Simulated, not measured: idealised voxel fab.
Process module name: voxel transistor to metal
We display cut, a cross-section 290 nm in width whose square cells are each 5 nm.
Each cross-section below is a grid of square cells, stated as bands in top-down order, with one or more rows of cells making up each band.
Heads up on the band format: heights come first, top then bottom, in nm. After that it's the materials left to right, each with its width in nm. A single material flagged "all across" fills the whole band edge to edge, and "air" means there's empty space there.
For the purposes of this specification, 0 denotes the height below which the wafer in its as-received condition is composed wholly of one material, and the lowermost band, lacking a lower limit, extends downward without end, as expressed in "0 and below".
Width spec "30 to 40" -> top row of cells at first value, bottom row at second value, equal per-row change in between.
What does "same as before" mean for a step? It means no cell of the cross-section changed in that step.
Heads up: "Cavities, sealed" only lists the empty pockets with no open path to the top that are 8 cells or more, and it writes them as width x height at distance, distance from the left edge, in nm.
Past the settings on a step's line: simulator remark, on that step.
If you see "overlay nm" on a step's line and that step has a mask, it's telling you how far right of where it was planned the mask ended up; a negative number means it went left instead.

Listed below are the process steps as planned
1: RECEIVE (material Si)
2: CONFORMAL_DEP (material SiO2; thk nm 5)
3: CONFORMAL_DEP (material SiN; thk nm 15)
4: DIRECTIONAL_DEP (material aC; thk nm 10)
5: PATTERN (tone cover; mask id ACTIVE; material resist; width nm 105; pitch nm 135; thk nm 30; overlay nm 0)
6: DIRECTIONAL_ETCH (etch materials aC; depth nm 10)
7: STRIP (etch materials resist)
8: DIRECTIONAL_ETCH (etch materials SiN; depth nm 15)
9: DIRECTIONAL_ETCH (etch materials SiO2; depth nm 5)
10: DIRECTIONAL_ETCH (etch materials Si; depth nm 35)
11: STRIP (etch materials aC)
12: OXIDIZE (depth nm 5)
13: FILL_DEP (material SiO2; thk nm 15)
14: CMP (height nm 20)
15: SELECTIVE_ETCH (etch materials SiO2; depth nm 10)
16: STRIP (etch materials SiN)
17: SELECTIVE_ETCH (etch materials SiO2; depth nm 5)
18: OXIDIZE (depth nm 5)
19: DIRECTIONAL_DEP (material polySi; thk nm 25)
20: DIRECTIONAL_DEP (material SiCN; thk nm 10)
21: MASKED_ETCH (tone cover; mask id GATE; width nm 25; pitch nm 135; etch materials SiCN; depth nm 20; overlay nm 0)
22: MASKED_ETCH (tone cover; mask id GATE; width nm 25; pitch nm 135; etch materials polySi; depth nm 35; overlay nm 0)
23: CONFORMAL_DEP (material SiO2; thk nm 5)
24: DIRECTIONAL_ETCH (etch materials SiO2; depth nm 5)
25: CONFORMAL_DEP (material SiN; thk nm 10)
26: DIRECTIONAL_ETCH (etch materials SiN; depth nm 10)
27: DIRECTIONAL_ETCH (etch materials SiO2; depth nm 5)
28: DIRECTIONAL_ETCH (etch materials Si; depth nm 10)
29: EPI (material pSi; thk nm 15)
30: FILL_DEP (material SiO2; thk nm 10)
31: CMP (height nm 25)
32: STRIP (etch materials polySi)
33: SELECTIVE_ETCH (etch materials SiO2; depth nm 5)
34: CONFORMAL_DEP (material HfO2; thk nm 5)
35: CONFORMAL_DEP (material TiN; thk nm 5)
36: FILL_DEP (material W; thk nm 10)
37: CMP (height nm 20)
38: DIRECTIONAL_DEP (material SiO2; thk nm 10)
39: DIRECTIONAL_DEP (material aC; thk nm 15)
40: PATTERN (tone open; mask id CONTACT; material resist; width nm 20; thk nm 35; overlay nm 0)
41: DIRECTIONAL_ETCH (etch materials aC; depth nm 15)
42: STRIP (etch materials resist)
43: DIRECTIONAL_ETCH (etch materials SiO2; depth nm 20)
44: STRIP (etch materials aC)
45: CONFORMAL_DEP (material TiN; thk nm 5)
46: FILL_DEP (material Ru; thk nm 5)
47: CMP (height nm 30)
48: DIRECTIONAL_DEP (material TiN; thk nm 5)
49: DIRECTIONAL_DEP (material W; thk nm 20)
50: DIRECTIONAL_DEP (material aC; thk nm 10)
51: PATTERN (tone cover; mask id METAL_1; material resist; width nm 15; thk nm 25; overlay nm 0)
52: DIRECTIONAL_ETCH (etch materials aC; depth nm 10)
53: STRIP (etch materials resist)
54: DIRECTIONAL_ETCH (etch materials W; depth nm 20)
55: DIRECTIONAL_ETCH (etch materials TiN; depth nm 5)
56: STRIP (etch materials aC)
57: FILL_DEP (material lowk; thk nm 10)
58: CMP (height nm 55)
59: CONFORMAL_DEP (material SiCN; thk nm 5)
60: DIRECTIONAL_DEP (material SiO2; thk nm 35)
61: MASKED_ETCH (tone open; mask id METAL_2_HOLES; width nm 15; pitch nm 135; etch materials SiO2; depth nm 35; overlay nm 0)
62: DIRECTIONAL_DEP (material aC; thk nm 10)
63: PATTERN (tone open; mask id METAL_2; material resist; width nm 20; pitch nm 135; thk nm 25; overlay nm 0)
64: DIRECTIONAL_ETCH (etch materials aC; depth nm 10)
65: STRIP (etch materials resist)
66: DIRECTIONAL_ETCH (etch materials SiO2; depth nm 20)
67: DIRECTIONAL_ETCH (etch materials SiCN; depth nm 5)
68: STRIP (etch materials aC)
69: CONFORMAL_DEP (material TiN; thk nm 5)
70: FILL_DEP (material Cu; thk nm 10)
71: CMP (height nm 95)
72: CONFORMAL_DEP (material SiN; thk nm 5)
Wafer-to-wafer difference: width nm, step 51. Common start. Plan = first wafer's value.

Cross-section of the first of several wafers on receipt, reflecting completion of step 1
- 0 and below = Si all across
- Cavities, sealed: none

Cross-section, first of several wafers, end of module, after last step 72
- 100 down to 95 = SiN all across
- 95 down to 80 = SiO2 30 nm / TiN 5 nm / Cu 10 nm / TiN 5 nm / SiO2 115 nm / TiN 5 nm / Cu 10 nm / TiN 5 nm / SiO2 105 nm
- 80 down to 75 = SiO2 30 nm / TiN 5 nm / Cu 5 nm / TiN 10 nm / SiO2 115 nm / TiN 5 nm / Cu 5 nm / TiN 10 nm / SiO2 105 nm
- 75 down to 60 = SiO2 30 nm / TiN 5 nm / Cu 5 nm / TiN 5 nm / SiO2 120 nm / TiN 5 nm / Cu 5 nm / TiN 5 nm / SiO2 110 nm
- 60 down to 55 = SiCN 30 nm / TiN 15 nm / SiCN 120 nm / TiN 15 nm / SiCN 110 nm
- 55 down to 35 = lowk 35 nm / W 15 nm / lowk 60 nm / W 15 nm / lowk 45 nm / W 15 nm / lowk 60 nm / W 15 nm / lowk 30 nm
- 35 down to 30 = lowk 35 nm / TiN 15 nm / lowk 60 nm / TiN 15 nm / lowk 45 nm / TiN 15 nm / lowk 60 nm / TiN 15 nm / lowk 30 nm
- 30 down to 20 = SiO2 30 nm / TiN 5 nm / Ru 10 nm / TiN 5 nm / SiO2 55 nm / TiN 5 nm / Ru 10 nm / TiN 5 nm / SiO2 40 nm / TiN 5 nm / Ru 10 nm / TiN 5 nm / SiO2 55 nm / TiN 5 nm / Ru 10 nm / TiN 5 nm / SiO2 30 nm
- 20 down to 15 = SiO2 30 nm / TiN 5 nm / Ru 10 nm / TiN 5 nm / SiN 10 nm / HfO2 5 nm / TiN 5 nm / W 15 nm / TiN 5 nm / HfO2 5 nm / SiN 10 nm / TiN 5 nm / Ru 10 nm / TiN 5 nm / SiO2 40 nm / TiN 5 nm / Ru 10 nm / TiN 5 nm / SiN 10 nm / HfO2 5 nm / TiN 5 nm / W 15 nm / TiN 5 nm / HfO2 5 nm / SiN 10 nm / TiN 5 nm / Ru 10 nm / TiN 5 nm / SiO2 30 nm
- 15 down to 10 = SiO2 30 nm / TiN 20 nm / SiN 10 nm / HfO2 5 nm / TiN 5 nm / W 15 nm / TiN 5 nm / HfO2 5 nm / SiN 10 nm / TiN 20 nm / SiO2 40 nm / TiN 20 nm / SiN 10 nm / HfO2 5 nm / TiN 5 nm / W 15 nm / TiN 5 nm / HfO2 5 nm / SiN 10 nm / TiN 20 nm / SiO2 30 nm
- 10 down to 5 = SiO2 30 nm / pSi 20 nm / SiN 10 nm / HfO2 5 nm / TiN 5 nm / W 15 nm / TiN 5 nm / HfO2 5 nm / SiN 10 nm / pSi 20 nm / SiO2 40 nm / pSi 20 nm / SiN 10 nm / HfO2 5 nm / TiN 5 nm / W 15 nm / TiN 5 nm / HfO2 5 nm / SiN 10 nm / pSi 20 nm / SiO2 30 nm
- 5 down to 0 = SiO2 25 nm / SiN 10 nm / pSi 15 nm / SiN 10 nm / HfO2 5 nm / TiN 25 nm / HfO2 5 nm / SiN 10 nm / pSi 15 nm / SiN 10 nm / SiO2 30 nm / SiN 10 nm / pSi 15 nm / SiN 10 nm / HfO2 5 nm / TiN 25 nm / HfO2 5 nm / SiN 10 nm / pSi 15 nm / SiN 10 nm / SiO2 25 nm
- 0 down to -5 = SiO2 35 nm / pSi 15 nm / SiO2 10 nm / HfO2 35 nm / SiO2 10 nm / pSi 15 nm / SiO2 50 nm / pSi 15 nm / SiO2 10 nm / HfO2 35 nm / SiO2 10 nm / pSi 15 nm / SiO2 35 nm
- -5 down to -15 = SiO2 30 nm / Si 5 nm / pSi 15 nm / Si 55 nm / pSi 15 nm / Si 5 nm / SiO2 40 nm / Si 5 nm / pSi 15 nm / Si 55 nm / pSi 15 nm / Si 5 nm / SiO2 30 nm
- -15 down to -40 = SiO2 30 nm / Si 95 nm / SiO2 40 nm / Si 95 nm / SiO2 30 nm
- -40 and below = Si all across
- Cavities, sealed: none

Last wafer x-sec, end of module
- 100 down to 95 = SiN all across
- 95 down to 80 = SiO2 30 nm / TiN 5 nm / Cu 10 nm / TiN 5 nm / SiO2 115 nm / TiN 5 nm / Cu 10 nm / TiN 5 nm / SiO2 105 nm
- 80 down to 75 = SiO2 30 nm / TiN 5 nm / Cu 5 nm / TiN 10 nm / SiO2 115 nm / TiN 5 nm / Cu 5 nm / TiN 10 nm / SiO2 105 nm
- 75 down to 60 = SiO2 30 nm / TiN 5 nm / Cu 5 nm / TiN 5 nm / SiO2 120 nm / TiN 5 nm / Cu 5 nm / TiN 5 nm / SiO2 110 nm
- 60 down to 55 = SiCN 30 nm / TiN 15 nm / SiCN 120 nm / TiN 15 nm / SiCN 110 nm
- 55 down to 35 = lowk 25 nm / W 35 nm / lowk 40 nm / W 35 nm / lowk 25 nm / W 35 nm / lowk 40 nm / W 35 nm / lowk 20 nm
- 35 down to 30 = lowk 25 nm / TiN 35 nm / lowk 40 nm / TiN 35 nm / lowk 25 nm / TiN 35 nm / lowk 40 nm / TiN 35 nm / lowk 20 nm
- 30 down to 20 = SiO2 30 nm / TiN 5 nm / Ru 10 nm / TiN 5 nm / SiO2 55 nm / TiN 5 nm / Ru 10 nm / TiN 5 nm / SiO2 40 nm / TiN 5 nm / Ru 10 nm / TiN 5 nm / SiO2 55 nm / TiN 5 nm / Ru 10 nm / TiN 5 nm / SiO2 30 nm
- 20 down to 15 = SiO2 30 nm / TiN 5 nm / Ru 10 nm / TiN 5 nm / SiN 10 nm / HfO2 5 nm / TiN 5 nm / W 15 nm / TiN 5 nm / HfO2 5 nm / SiN 10 nm / TiN 5 nm / Ru 10 nm / TiN 5 nm / SiO2 40 nm / TiN 5 nm / Ru 10 nm / TiN 5 nm / SiN 10 nm / HfO2 5 nm / TiN 5 nm / W 15 nm / TiN 5 nm / HfO2 5 nm / SiN 10 nm / TiN 5 nm / Ru 10 nm / TiN 5 nm / SiO2 30 nm
- 15 down to 10 = SiO2 30 nm / TiN 20 nm / SiN 10 nm / HfO2 5 nm / TiN 5 nm / W 15 nm / TiN 5 nm / HfO2 5 nm / SiN 10 nm / TiN 20 nm / SiO2 40 nm / TiN 20 nm / SiN 10 nm / HfO2 5 nm / TiN 5 nm / W 15 nm / TiN 5 nm / HfO2 5 nm / SiN 10 nm / TiN 20 nm / SiO2 30 nm
- 10 down to 5 = SiO2 30 nm / pSi 20 nm / SiN 10 nm / HfO2 5 nm / TiN 5 nm / W 15 nm / TiN 5 nm / HfO2 5 nm / SiN 10 nm / pSi 20 nm / SiO2 40 nm / pSi 20 nm / SiN 10 nm / HfO2 5 nm / TiN 5 nm / W 15 nm / TiN 5 nm / HfO2 5 nm / SiN 10 nm / pSi 20 nm / SiO2 30 nm
- 5 down to 0 = SiO2 25 nm / SiN 10 nm / pSi 15 nm / SiN 10 nm / HfO2 5 nm / TiN 25 nm / HfO2 5 nm / SiN 10 nm / pSi 15 nm / SiN 10 nm / SiO2 30 nm / SiN 10 nm / pSi 15 nm / SiN 10 nm / HfO2 5 nm / TiN 25 nm / HfO2 5 nm / SiN 10 nm / pSi 15 nm / SiN 10 nm / SiO2 25 nm
- 0 down to -5 = SiO2 35 nm / pSi 15 nm / SiO2 10 nm / HfO2 35 nm / SiO2 10 nm / pSi 15 nm / SiO2 50 nm / pSi 15 nm / SiO2 10 nm / HfO2 35 nm / SiO2 10 nm / pSi 15 nm / SiO2 35 nm
- -5 down to -15 = SiO2 30 nm / Si 5 nm / pSi 15 nm / Si 55 nm / pSi 15 nm / Si 5 nm / SiO2 40 nm / Si 5 nm / pSi 15 nm / Si 55 nm / pSi 15 nm / Si 5 nm / SiO2 30 nm
- -15 down to -40 = SiO2 30 nm / Si 95 nm / SiO2 40 nm / Si 95 nm / SiO2 30 nm
- -40 and below = Si all across
- Cavities, sealed: none

Every row in this table is a wafer at the end of the module, and it gives, for each of the materials, the cells that wafer has gained (+) or lost (-) since it was received, then its closed voids
width nm 15 | +20 Cu | +30 HfO2 | +24 Ru | -222 Si | +52 SiCN | +98 SiN | +688 SiO2 | +110 TiN | +66 W | +230 lowk | +64 pSi | Cavities, sealed: none
width nm 20 | +20 Cu | +30 HfO2 | +24 Ru | -222 Si | +52 SiCN | +98 SiN | +688 SiO2 | +114 TiN | +82 W | +210 lowk | +64 pSi | Cavities, sealed: none
width nm 25 | +20 Cu | +30 HfO2 | +24 Ru | -222 Si | +52 SiCN | +98 SiN | +688 SiO2 | +118 TiN | +98 W | +190 lowk | +64 pSi | Cavities, sealed: none
width nm 30 | +20 Cu | +30 HfO2 | +24 Ru | -222 Si | +52 SiCN | +98 SiN | +688 SiO2 | +122 TiN | +114 W | +170 lowk | +64 pSi | Cavities, sealed: none
width nm 35 | +20 Cu | +30 HfO2 | +24 Ru | -222 Si | +52 SiCN | +98 SiN | +688 SiO2 | +126 TiN | +130 W | +150 lowk | +64 pSi | Cavities, sealed: none
